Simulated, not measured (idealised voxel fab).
A process module follows: voxel gate over fins.
The width of the displayed cross-section, cut, is 185 nm; its cells are square, with a size of 5 nm.
How to read a cross-section here: the picture is a grid of square cells, written as bands going from the top down, and any band can span one or more rows of cells.
First you get the band's top height and its bottom height, in nm, and then the materials it's made of, left to right, with each width in nm. If you see a single material with "full width", that one covers the band edge to edge. "air" is empty space.
Height is counted from the level 0, under which the received wafer is composed throughout of one material. The lowest of the bands is not closed at the bottom but continues downward, in the notation "from 0 down".
The expression "30..40" gives the width at the extremes of the band, the first number at its top row of cells and the second at its bottom row, with the width changing by equal amounts from each row to the next in between.
Any step labelled "identical to before" changed none of the cells in the cross-section.
In the "Sealed internal voids" entry, you get each enclosed empty space of 8 cells or more, one with no open way to the top, written width x height at distance, distance from the left edge, in nm.
Past the settings on a step's line: simulator remark, on that step.
Steps that use a mask can have "overlay nm" on their line. It says how far the mask sat to the right of where it was meant to be. Negative means to the left.
Planned step list for the process
1: RECEIVE, material Si
2: CONFORMAL_DEP, material SiN, thk nm 5
3: DIRECTIONAL_DEP, material aC, thk nm 15
4: PATTERN, tone cover, mask id FINS, material resist, width nm 15, pitch nm 35, thk nm 30, overlay nm 0
5: DIRECTIONAL_ETCH, etch materials aC, depth nm 15
6: STRIP, etch materials resist
7: DIRECTIONAL_ETCH, etch materials SiN, depth nm 5
8: DIRECTIONAL_ETCH, etch materials Si, depth nm 30
9: STRIP, etch materials aC
10: OXIDIZE, depth nm 5
11: FILL_DEP, material SiO2, thk nm 15
12: CMP, height nm 5
13: SELECTIVE_ETCH, etch materials SiO2, depth nm 15
14: STRIP, etch materials SiN
15: CONFORMAL_DEP, material HfO2, thk nm 5
16: CONFORMAL_DEP, material TiN, thk nm 5
17: CONFORMAL_DEP, material TiAl, thk nm 5
18: CONFORMAL_DEP, material TiN, thk nm 5
19: FILL_DEP, material W, thk nm 10
20: CMP, height nm 25
21: CONFORMAL_DEP, material SiCN, thk nm 5
As received (post step 1): cross-section
	from 0 down: Si full width
	Sealed internal voids: none
Figure: cross-sectional view of the wafer upon completion of the module, processed from the initial state and according to the plan depicted above, with one error introduced during execution
	from 30 to 25: SiCN full width
	from 25 to 20: W full width
	from 20 to 15: W (15), then TiN (150), then W (20)
	from 15 to 10: W (15), then TiN (5), then TiAl (140), then TiN (5), then W (20)
	from 10 to 5: W (15), then TiN (5), then TiAl (5), then TiN (25), then TiAl (10), then TiN (25), then TiAl (10), then TiN (25), then TiAl (10), then TiN (25), then TiAl (5), then TiN (5), then W (20)
	from 5 to 0: W (15), then TiN (5), then TiAl (5), then TiN (5), then HfO2 (15), then TiN (5), then TiAl (10), then TiN (5), then HfO2 (15), then TiN (5), then TiAl (10), then TiN (5), then HfO2 (15), then TiN (5), then TiAl (10), then TiN (5), then HfO2 (15), then TiN (5), then TiAl (5), then TiN (5), then W (20)
	from 0 to -5: TiN (20), then TiAl (5), then TiN (5), then HfO2 (5), then Si (5), then HfO2 (5), then TiN (5), then TiAl (10), then TiN (5), then HfO2 (5), then Si (5), then HfO2 (5), then TiN (5), then TiAl (10), then TiN (5), then HfO2 (5), then Si (5), then HfO2 (5), then TiN (5), then TiAl (10), then TiN (5), then HfO2 (5), then Si (5), then HfO2 (5), then TiN (5), then TiAl (5), then TiN (25)
	from -5 to -10: TiAl (25), then TiN (5), then HfO2 (5), then Si (5), then HfO2 (5), then TiN (5), then TiAl (10), then TiN (5), then HfO2 (5), then Si (5), then HfO2 (5), then TiN (5), then TiAl (10), then TiN (5), then HfO2 (5), then Si (5), then HfO2 (5), then TiN (5), then TiAl (10), then TiN (5), then HfO2 (5), then Si (5), then HfO2 (5), then TiN (5), then TiAl (30)
	from -10 to -15: TiN (30), then HfO2 (5), then Si (5), then HfO2 (5), then TiN (20), then HfO2 (5), then Si (5), then HfO2 (5), then TiN (20), then HfO2 (5), then Si (5), then HfO2 (5), then TiN (20), then HfO2 (5), then Si (5), then HfO2 (5), then TiN (35)
	from -15 to -20: HfO2 (35), then Si (5), then HfO2 (30), then Si (5), then HfO2 (30), then Si (5), then HfO2 (30), then Si (5), then HfO2 (40)
	from -20 to -35: SiO2 (35), then Si (5), then SiO2 (30), then Si (5), then SiO2 (30), then Si (5), then SiO2 (30), then Si (5), then SiO2 (40)
	from -35 down: Si full width
	Sealed internal voids: none
Error vs. plan: for step 13, the planned setting was not used; the step was instead run as SELECTIVE_ETCH, etch materials SiO2, depth nm 25
